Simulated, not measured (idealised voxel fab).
Process module, titled voxel self aligned contacts
For reference, the cross-section in this document is cut, with width 185 nm and square cells of 5 nm.
In what follows, cross-sections appear as grids of square cells, described through bands that run from the top down, where every band is one or more rows of cells. Heads up on the band format: heights come first, top then bottom, in nm. After that it's the materials left to right, each with its width in nm. A single material flagged "all across" fills the whole band edge to edge, and "blank" means there's empty space there. Counting heights begins at 0, where everything beneath is, in the wafer as received, one material. The lowest band has no bottom; it goes on downwards, as "from 0 down" shows. The width entry "30 to 40" should be interpreted row by row: the top row of cells in the band takes the first number, the bottom row takes the second number, and the change between adjacent rows is uniform throughout. It should be understood that the words "same as before", when stated for a given step, signify that the cross-section underwent no change in any of its cells during that step. This entry, "Enclosed void list", enumerates those empty regions of no fewer than 8 cells that possess no open connection to the top. Each region is reported in the form width x height at distance, the distance being taken from the left edge, with all three quantities expressed in nm. Whatever follows a step's settings on its line is a remark the simulator itself makes about that step. On any step carrying a mask, the "overlay nm" setting, if present on the step's line, tells how far right of its planned place the mask lay; negative values point to the left.
-- The following list gives the planned process steps
1 RECEIVE (material Si)
2 OXIDIZE (depth nm 5)
3 DIRECTIONAL_DEP (material polySi; thk nm 25)
4 DIRECTIONAL_DEP (material SiN; thk nm 20)
5 MASKED_ETCH (tone cover; mask id GATE; width nm 35; pitch nm 80; etch materials SiN; depth nm 20; overlay nm 0)
6 MASKED_ETCH (tone cover; mask id GATE; width nm 35; pitch nm 80; etch materials polySi; depth nm 25; overlay nm 0)
7 CONFORMAL_DEP (material SiN; thk nm 10)
8 DIRECTIONAL_ETCH (etch materials SiN; depth nm 10)
9 FILL_DEP (material SiO2; thk nm 20)
10 CMP (height nm 55)
11 PATTERN (tone open; mask id CONTACT; material resist; width nm 55; thk nm 15; overlay nm 0)
12 DIRECTIONAL_ETCH (etch materials SiO2; depth nm 60)
13 STRIP (etch materials resist)
14 CONFORMAL_DEP (material TiN; thk nm 5)
15 FILL_DEP (material Ru; thk nm 10)
16 CMP (height nm 55)
17 CONFORMAL_DEP (material SiCN; thk nm 5)
-- So this is the incoming wafer in cross-section - it's already been through step 1
* from 0 down = Si all across
* Enclosed void list: none
-- End-of-module cross-section of the first of two wafers, processed as planned
* from 60 to 55 = SiCN all across
* from 55 to 45 = SiO2 65 nm  TiN 5 to 20 nm  Ru 45 to 15 nm  TiN 5 to 20 nm  SiO2 65 nm
* from 45 to 25 = SiO2 25 nm  SiN 55 nm  TiN 5 nm  Ru 15 nm  TiN 5 nm  SiN 55 nm  SiO2 25 nm
* from 25 to 0 = SiO2 25 nm  SiN 10 nm  polySi 35 nm  SiN 10 nm  TiN 5 nm  Ru 15 nm  TiN 5 nm  SiN 10 nm  polySi 35 nm  SiN 10 nm  SiO2 25 nm
* from 0 to -5 = SiO2 80 nm  TiN 25 nm  SiO2 80 nm
* from -5 down = Si all across
* Enclosed void list: none
-- End-of-module cross-section of the second wafer: identical starting point and process plan to the first, with one processing mistake
* from 70 to 55 = SiCN all across
* from 55 to 45 = SiO2 65 nm  TiN 5 to 20 nm  Ru 45 to 15 nm  TiN 5 to 20 nm  SiO2 65 nm
* from 45 to 25 = SiO2 25 nm  SiN 55 nm  TiN 5 nm  Ru 15 nm  TiN 5 nm  SiN 55 nm  SiO2 25 nm
* from 25 to 0 = SiO2 25 nm  SiN 10 nm  polySi 35 nm  SiN 10 nm  TiN 5 nm  Ru 15 nm  TiN 5 nm  SiN 10 nm  polySi 35 nm  SiN 10 nm  SiO2 25 nm
* from 0 to -5 = SiO2 80 nm  TiN 25 nm  SiO2 80 nm
* from -5 down = Si all across
* Enclosed void list: none
Plan not followed: note that step 17 departed from the planned setting and was carried out as CONFORMAL_DEP (material SiCN; thk nm 15)
Cell-count delta at end, second wafer over first, by material: SiCN: 74 more
